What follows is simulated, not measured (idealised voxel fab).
You're looking at the process module voxel wiring stack.
Cross-section cut: width 265 nm, square cells of 5 nm.
Cross-section, as written here: a square-cell grid given band by band from the top down, where a band holds one or more rows of cells. In this notation a band is specified by the heights of its top and bottom, in that order and in nm, after which its materials appear from left to right, each paired with its width in nm. The word "full width" attached to a single material means that material fills the band from edge to edge; the word "air" stands for empty space. Below 0: as-received wafer, all one material; heights counted from there. Lowest band: no bottom, goes on down, written "0 -> down". Width: "30 to 40" (first number = top row, second number = bottom row, same change from row to row of cells). Take "nothing got changed" at face value: in the step it is given for, the cross-section changed in none of its cells. Entry "Internal closed voids". Content: empty spaces with no open connection to the top, size 8 cells or greater. Each: width x height at distance. Distance: from left edge. Unit: nm. On each step's line, the part that comes after the settings is the simulator's own comment on the step. overlay nm, on a step with a mask: how far to the right of its planned place the mask lay; to the left if negative.
### Process steps (planned)
step 1: RECEIVE with material Si
step 2: CONFORMAL_DEP with material SiO2, thk nm 10
step 3: CONFORMAL_DEP with material SiCN, thk nm 5
step 4: DIRECTIONAL_DEP with material SiO2, thk nm 20
step 5: DIRECTIONAL_DEP with material aC, thk nm 15
step 6: PATTERN with tone open, mask id METAL_1, material resist, width nm 30, pitch nm 60, thk nm 35, overlay nm 0
step 7: DIRECTIONAL_ETCH with etch materials aC, depth nm 15
step 8: STRIP with etch materials resist
step 9: DIRECTIONAL_ETCH with etch materials SiO2, depth nm 20
step 10: DIRECTIONAL_ETCH with etch materials SiCN, depth nm 5
step 11: STRIP with etch materials aC
step 12: CONFORMAL_DEP with material TiN, thk nm 5
step 13: FILL_DEP with material W, thk nm 5
step 14: CMP with height nm 35
step 15: EPI with material Ru, thk nm 5
step 16: FILL_DEP with material SiCN, thk nm 5
step 17: DIRECTIONAL_DEP with material SiO2, thk nm 10
step 18: PATTERN with tone open, mask id PLUG_1, material resist, width nm 15, pitch nm 60, thk nm 15, overlay nm 0
step 19: DIRECTIONAL_ETCH with etch materials SiO2, depth nm 10
step 20: DIRECTIONAL_ETCH with etch materials SiCN, depth nm 5
step 21: STRIP with etch materials resist
step 22: EPI with material Ru, thk nm 10
step 23: EPI with material Ru, thk nm 5
step 24: DIRECTIONAL_DEP with material TiN, thk nm 5
step 25: DIRECTIONAL_DEP with material W, thk nm 15
step 26: DIRECTIONAL_DEP with material aC, thk nm 5
step 27: PATTERN with tone cover, mask id METAL_2, material resist, width nm 30, pitch nm 60, thk nm 30, overlay nm 0
step 28: DIRECTIONAL_ETCH with etch materials aC, depth nm 15
step 29: STRIP with etch materials resist
step 30: DIRECTIONAL_ETCH with etch materials W, depth nm 15
step 31: DIRECTIONAL_ETCH with etch materials TiN, depth nm 5
step 32: STRIP with etch materials aC
step 33: CONFORMAL_DEP with material SiN, thk nm 5
step 34: FILL_DEP with material lowk, thk nm 5
step 35: CMP with height nm 75
step 36: CONFORMAL_DEP with material SiCN, thk nm 5
Variable across wafers: step 26 thk nm (plan value is that of the first wafer; starting state common to all).
### first wafer as received, after step 1
    0 -> down  Si full width
    Internal closed voids: none
### first wafer at the end, after step 36
    80 -> 75  SiCN full width
    75 -> 60  lowk 50 nm; SiN 5 nm; W 30 nm; SiN 5 nm; lowk 20 nm; SiN 5 nm; W 30 nm; SiN 5 nm; lowk 20 nm; SiN 5 nm; W 30 nm; SiN 5 nm; lowk 55 nm
    60 -> 55  SiN 55 nm; TiN 30 nm; SiN 30 nm; TiN 30 nm; SiN 30 nm; TiN 30 nm; SiN 60 nm
    55 -> 45  SiO2 55 nm; Ru 15 nm; SiO2 45 nm; Ru 15 nm; SiO2 45 nm; Ru 15 nm; SiO2 75 nm
    45 -> 35  SiCN 55 to 50 nm; Ru 15 to 40 nm; SiCN 45 to 20 nm; Ru 15 to 40 nm; SiCN 45 to 20 nm; Ru 15 to 40 nm; SiCN 75 to 55 nm
    35 -> 15  SiO2 55 nm; TiN 5 nm; W 20 nm; TiN 5 nm; SiO2 30 nm; TiN 5 nm; W 20 nm; TiN 5 nm; SiO2 30 nm; TiN 5 nm; W 20 nm; TiN 5 nm; SiO2 60 nm
    15 -> 10  SiCN 55 nm; TiN 30 nm; SiCN 30 nm; TiN 30 nm; SiCN 30 nm; TiN 30 nm; SiCN 60 nm
    10 -> 0  SiO2 full width
    0 -> down  Si full width
    Internal closed voids: none
### The module's end: a cross-section of the last wafer
    80 -> 75  SiCN full width
    75 -> 60  W full width
    60 -> 55  TiN full width
    55 -> 45  SiO2 55 nm; Ru 15 nm; SiO2 45 nm; Ru 15 nm; SiO2 45 nm; Ru 15 nm; SiO2 75 nm
    45 -> 35  SiCN 55 to 50 nm; Ru 15 to 40 nm; SiCN 45 to 20 nm; Ru 15 to 40 nm; SiCN 45 to 20 nm; Ru 15 to 40 nm; SiCN 75 to 55 nm
    35 -> 15  SiO2 55 nm; TiN 5 nm; W 20 nm; TiN 5 nm; SiO2 30 nm; TiN 5 nm; W 20 nm; TiN 5 nm; SiO2 30 nm; TiN 5 nm; W 20 nm; TiN 5 nm; SiO2 60 nm
    15 -> 10  SiCN 55 nm; TiN 30 nm; SiCN 30 nm; TiN 30 nm; SiCN 30 nm; TiN 30 nm; SiCN 60 nm
    10 -> 0  SiO2 full width
    0 -> down  Si full width
    Internal closed voids: none
### Quick key for the table: a row per wafer, taken at the end of the module. For each material it tells you how many cells the wafer gained (+) or lost (-) since it came in, and the closed voids come after
thk nm 5 | +51 Ru | +161 SiCN | +53 SiN | +334 SiO2 | +60 TiN | +102 W | +87 lowk | Internal closed voids: none
thk nm 10 | +51 Ru | +161 SiCN | +53 SiN | +334 SiO2 | +60 TiN | +102 W | +87 lowk | Internal closed voids: none
thk nm 15 | +51 Ru | +161 SiCN | +53 SiN | +334 SiO2 | +60 TiN | +102 W | +87 lowk | Internal closed voids: none
thk nm 20 | +51 Ru | +161 SiCN | +334 SiO2 | +95 TiN | +207 W | Internal closed voids: none
thk nm 25 | +51 Ru | +161 SiCN | +334 SiO2 | +95 TiN | +207 W | Internal closed voids: none
thk nm 30 | +51 Ru | +161 SiCN | +334 SiO2 | +95 TiN | +207 W | Internal closed voids: none
